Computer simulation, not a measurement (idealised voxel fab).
The document below concerns the process module designated voxel trench capacitor.
Square cells of 5 nm make up the cross-section cut, whose width is 195 nm.
In what follows, cross-sections appear as grids of square cells, described through bands that run from the top down, where every band is one or more rows of cells.
Top, bottom (nm), then materials left to right with widths (nm); lone material tagged "everywhere" fills the whole band edge to edge; "air" = empty space.
Measure heights from 0. That's the level where, below it, the as-received wafer is all one material. The lowest band is bottomless and extends downward; write it as in "0 -> down".
A width such as "30..40" changes by the same amount from each row of cells to the next, from the band's top row to its bottom row.
"everything unchanged" for a step: no cell of the cross-section changed in that step.
Heads up: "Enclosed internal voids" only lists the empty pockets with no open path to the top that are 8 cells or more, and it writes them as width x height at distance, distance from the left edge, in nm.
On each step's line, the part that comes after the settings is the simulator's own comment on the step.
A step line may carry the setting "overlay nm", which, for steps involving a mask, states the distance by which the mask lay to the right of its intended position; negative values denote displacement to the left.
## Below is the list of planned process steps
1: RECEIVE [material Si]
2: CONFORMAL_DEP [material SiN] [thk nm 5]
3: DIRECTIONAL_DEP [material aC] [thk nm 15]
4: PATTERN [tone open] [mask id TRENCH] [material resist] [width nm 25] [pitch nm 55] [thk nm 35] [overlay nm 0]
5: DIRECTIONAL_ETCH [etch materials aC] [depth nm 15]
6: STRIP [etch materials resist]
7: DIRECTIONAL_ETCH [etch materials SiN] [depth nm 5]
8: DIRECTIONAL_ETCH [etch materials Si] [depth nm 35]
9: STRIP [etch materials aC]
10: CONFORMAL_DEP [material SiO2] [thk nm 5]
11: FILL_DEP [material polySi] [thk nm 10]
12: CMP [height nm 5]
## On the first of the two wafers: run conducted according to plan
## Cross-section of the wafer as it came to us, i.e., already through step 1
  0 -> down  Si everywhere
  Enclosed internal voids: none
## Wafer xsec, post step 2
  5 -> 0  SiN everywhere
  Note: structure below 0 unchanged.
## Wafer xsec, post step 3
  20 -> 5  aC everywhere
  Note: structure below 5 unchanged.
## Wafer xsec, post step 4
  55 -> 20  resist 30 nm; air 25 nm; resist 30 nm; air 25 nm; resist 30 nm; air 25 nm; resist 30 nm
  Note: structure below 20 unchanged.
## Wafer xsec, post step 5
  40 -> 20  resist 30 nm; air 25 nm; resist 30 nm; air 25 nm; resist 30 nm; air 25 nm; resist 30 nm
  20 -> 5  aC 30 nm; air 25 nm; aC 30 nm; air 25 nm; aC 30 nm; air 25 nm; aC 30 nm
  Note: structure below 5 unchanged.
## Wafer xsec, post step 6
  20 -> 5  aC 30 nm; air 25 nm; aC 30 nm; air 25 nm; aC 30 nm; air 25 nm; aC 30 nm
  Note: structure below 5 unchanged.
## Wafer xsec, post step 7
  20 -> 5  aC 30 nm; air 25 nm; aC 30 nm; air 25 nm; aC 30 nm; air 25 nm; aC 30 nm
  5 -> 0  SiN 30 nm; air 25 nm; SiN 30 nm; air 25 nm; SiN 30 nm; air 25 nm; SiN 30 nm
  Note: structure below 0 unchanged.
## Wafer xsec, post step 8
  20 -> 5  aC 30 nm; air 25 nm; aC 30 nm; air 25 nm; aC 30 nm; air 25 nm; aC 30 nm
  5 -> 0  SiN 30 nm; air 25 nm; SiN 30 nm; air 25 nm; SiN 30 nm; air 25 nm; SiN 30 nm
  0 -> -35  Si 30 nm; air 25 nm; Si 30 nm; air 25 nm; Si 30 nm; air 25 nm; Si 30 nm
  Note: structure below -35 unchanged.
## Wafer xsec, post step 9
  5 -> 0  SiN 30 nm; air 25 nm; SiN 30 nm; air 25 nm; SiN 30 nm; air 25 nm; SiN 30 nm
  Note: structure below 0 unchanged.
## Wafer xsec, post step 10
  10 -> 5  SiO2 35 nm; air 15 nm; SiO2 40 nm; air 15 nm; SiO2 40 nm; air 15 nm; SiO2 35 nm
  5 -> 0  SiN 30 nm; SiO2 5 nm; air 15 nm; SiO2 5 nm; SiN 30 nm; SiO2 5 nm; air 15 nm; SiO2 5 nm; SiN 30 nm; SiO2 5 nm; air 15 nm; SiO2 5 nm; SiN 30 nm
  0 -> -30  Si 30 nm; SiO2 5 nm; air 15 nm; SiO2 5 nm; Si 30 nm; SiO2 5 nm; air 15 nm; SiO2 5 nm; Si 30 nm; SiO2 5 nm; air 15 nm; SiO2 5 nm; Si 30 nm
  -30 -> -35  Si 30 nm; SiO2 25 nm; Si 30 nm; SiO2 25 nm; Si 30 nm; SiO2 25 nm; Si 30 nm
  Note: structure below -35 unchanged.
## Wafer xsec, post step 11
  20 -> 10  polySi everywhere
  10 -> 5  SiO2 35 nm; polySi 15 nm; SiO2 40 nm; polySi 15 nm; SiO2 40 nm; polySi 15 nm; SiO2 35 nm
  5 -> 0  SiN 30 nm; SiO2 5 nm; polySi 15 nm; SiO2 5 nm; SiN 30 nm; SiO2 5 nm; polySi 15 nm; SiO2 5 nm; SiN 30 nm; SiO2 5 nm; polySi 15 nm; SiO2 5 nm; SiN 30 nm
  0 -> -30  Si 30 nm; SiO2 5 nm; polySi 15 nm; SiO2 5 nm; Si 30 nm; SiO2 5 nm; polySi 15 nm; SiO2 5 nm; Si 30 nm; SiO2 5 nm; polySi 15 nm; SiO2 5 nm; Si 30 nm
  Note: structure below -30 unchanged.
## Wafer xsec, post step 12
  5 -> 0  SiN 30 nm; SiO2 5 nm; polySi 15 nm; SiO2 5 nm; SiN 30 nm; SiO2 5 nm; polySi 15 nm; SiO2 5 nm; SiN 30 nm; SiO2 5 nm; polySi 15 nm; SiO2 5 nm; SiN 30 nm
  Note: structure below 0 unchanged.
## Companion wafer, the second of two: same beginning, same intended sequence, one mistake in carrying it out; through step 3 inclusive it tracks the first exactly
## The second wafer in cross-section, at the planned close of step 4
  55 -> 20  resist 35 nm; air 15 nm; resist 40 nm; air 15 nm; resist 40 nm; air 15 nm; resist 35 nm
  Note: structure below 20 unchanged.
## The second wafer in cross-section, at the planned close of step 5
  40 -> 20  resist 35 nm; air 15 nm; resist 40 nm; air 15 nm; resist 40 nm; air 15 nm; resist 35 nm
  20 -> 5  aC 35 nm; air 15 nm; aC 40 nm; air 15 nm; aC 40 nm; air 15 nm; aC 35 nm
  Note: structure below 5 unchanged.
## The second wafer in cross-section, at the planned close of step 6
  20 -> 5  aC 35 nm; air 15 nm; aC 40 nm; air 15 nm; aC 40 nm; air 15 nm; aC 35 nm
  Note: structure below 5 unchanged.
## The second wafer in cross-section, at the planned close of step 7
  20 -> 5  aC 35 nm; air 15 nm; aC 40 nm; air 15 nm; aC 40 nm; air 15 nm; aC 35 nm
  5 -> 0  SiN 35 nm; air 15 nm; SiN 40 nm; air 15 nm; SiN 40 nm; air 15 nm; SiN 35 nm
  Note: structure below 0 unchanged.
## The second wafer in cross-section, at the planned close of step 8
  20 -> 5  aC 35 nm; air 15 nm; aC 40 nm; air 15 nm; aC 40 nm; air 15 nm; aC 35 nm
  5 -> 0  SiN 35 nm; air 15 nm; SiN 40 nm; air 15 nm; SiN 40 nm; air 15 nm; SiN 35 nm
  0 -> -35  Si 35 nm; air 15 nm; Si 40 nm; air 15 nm; Si 40 nm; air 15 nm; Si 35 nm
  Note: structure below -35 unchanged.
## The second wafer in cross-section, at the planned close of step 9
  5 -> 0  SiN 35 nm; air 15 nm; SiN 40 nm; air 15 nm; SiN 40 nm; air 15 nm; SiN 35 nm
  Note: structure below 0 unchanged.
## The second wafer in cross-section, at the planned close of step 10
  10 -> 5  SiO2 40 nm; air 5 nm; SiO2 50 nm; air 5 nm; SiO2 50 nm; air 5 nm; SiO2 40 nm
  5 -> 0  SiN 35 nm; SiO2 5 nm; air 5 nm; SiO2 5 nm; SiN 40 nm; SiO2 5 nm; air 5 nm; SiO2 5 nm; SiN 40 nm; SiO2 5 nm; air 5 nm; SiO2 5 nm; SiN 35 nm
  0 -> -30  Si 35 nm; SiO2 5 nm; air 5 nm; SiO2 5 nm; Si 40 nm; SiO2 5 nm; air 5 nm; SiO2 5 nm; Si 40 nm; SiO2 5 nm; air 5 nm; SiO2 5 nm; Si 35 nm
  -30 -> -35  Si 35 nm; SiO2 15 nm; Si 40 nm; SiO2 15 nm; Si 40 nm; SiO2 15 nm; Si 35 nm
  Note: structure below -35 unchanged.
## The second wafer in cross-section, at the planned close of step 11
  20 -> 10  polySi everywhere
  10 -> 5  SiO2 40 nm; polySi 5 nm; SiO2 50 nm; polySi 5 nm; SiO2 50 nm; polySi 5 nm; SiO2 40 nm
  5 -> 0  SiN 35 nm; SiO2 5 nm; polySi 5 nm; SiO2 5 nm; SiN 40 nm; SiO2 5 nm; polySi 5 nm; SiO2 5 nm; SiN 40 nm; SiO2 5 nm; polySi 5 nm; SiO2 5 nm; SiN 35 nm
  0 -> -30  Si 35 nm; SiO2 5 nm; polySi 5 nm; SiO2 5 nm; Si 40 nm; SiO2 5 nm; polySi 5 nm; SiO2 5 nm; Si 40 nm; SiO2 5 nm; polySi 5 nm; SiO2 5 nm; Si 35 nm
  Note: structure below -30 unchanged.
## The second wafer in cross-section, at the planned close of step 12
  5 -> 0  SiN 35 nm; SiO2 5 nm; polySi 5 nm; SiO2 5 nm; SiN 40 nm; SiO2 5 nm; polySi 5 nm; SiO2 5 nm; SiN 40 nm; SiO2 5 nm; polySi 5 nm; SiO2 5 nm; SiN 35 nm
  Note: structure below 0 unchanged.
The mistake made against the process plan was this: off-plan run, step 4, actual operation and settings PATTERN [tone open] [mask id TRENCH] [material resist] [width nm 15] [pitch nm 55] [thk nm 35] [overlay nm 0]
Final wafer comparison in cells, second versus first, more or fewer per material: Si: 42 more; SiN: 6 more; SiO2: 6 fewer; polySi: 42 fewer
